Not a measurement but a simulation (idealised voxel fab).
process module | voxel lift off
cross-section cut | 285 nm wide | cells 5 nm
A cross-section is a grid of square cells, given in bands from the top down. A band is one or more rows of cells.
Each band's line starts with the height of the band's top and of its bottom, in nm. Then come its materials from left to right, each with its width in nm. One material with "throughout" fills the band from edge to edge. "air" is empty space.
Height 0 is the level under which the wafer as received is all one material. The lowest band goes on downwards, as in "0 down".
A width such as "30 to 40" changes by the same amount from each row of cells to the next, from the band's top row to its bottom row.
"no change" after a step means that no cell of the cross-section changed.
closed voids: empty space of 8 cells or more with no open way to the top, each as width x height at its distance from the left edge, in nm
after a step's settings: what the simulator itself notes on the step
overlay nm, on a step with a mask: how far to the right of its planned place the mask lay; to the left if negative
plan
1 op RECEIVE | material Si
2 op CONFORMAL_DEP | material Al2O3 | thk nm 15
3 op PATTERN | tone open | mask id LINES | material resist | width nm 20 | pitch nm 40 | thk nm 30 | overlay nm 0
4 op DIRECTIONAL_DEP | material Ru | thk nm 15
5 op STRIP | etch materials resist
6 op CONFORMAL_DEP | material SiO2 | thk nm 5
as received, after step 1
  0 down: Si throughout
  closed voids: none
first wafer at the end, as planned
  35 to 30: air 65 | SiO2 30 | air 10 | SiO2 30 | air 10 | SiO2 30 | air 10 | SiO2 30 | air 70
  30 to 20: air 65 | SiO2 5 | Ru 20 | SiO2 5 | air 10 | SiO2 5 | Ru 20 | SiO2 5 | air 10 | SiO2 5 | Ru 20 | SiO2 5 | air 10 | SiO2 5 | Ru 20 | SiO2 5 | air 70
  20 to 15: SiO2 70 | Ru 20 | SiO2 20 | Ru 20 | SiO2 20 | Ru 20 | SiO2 20 | Ru 20 | SiO2 75
  15 to 0: Al2O3 throughout
  0 down: Si throughout
  closed voids: none
second wafer at the end: like start, like plan, one mistake
  35 to 30: air 55 | SiO2 30 | air 10 | SiO2 30 | air 10 | SiO2 30 | air 10 | SiO2 30 | air 80
  30 to 20: air 55 | SiO2 5 | Ru 20 | SiO2 5 | air 10 | SiO2 5 | Ru 20 | SiO2 5 | air 10 | SiO2 5 | Ru 20 | SiO2 5 | air 10 | SiO2 5 | Ru 20 | SiO2 5 | air 80
  20 to 15: SiO2 60 | Ru 20 | SiO2 20 | Ru 20 | SiO2 20 | Ru 20 | SiO2 20 | Ru 20 | SiO2 85
  15 to 0: Al2O3 throughout
  0 down: Si throughout
  closed voids: none
what went wrong: step 3 ran as: op PATTERN | tone open | mask id LINES | material resist | width nm 20 | pitch nm 40 | thk nm 30 | overlay nm -10
at the end the second wafer has, in cells: as many of each material as the first, in other places
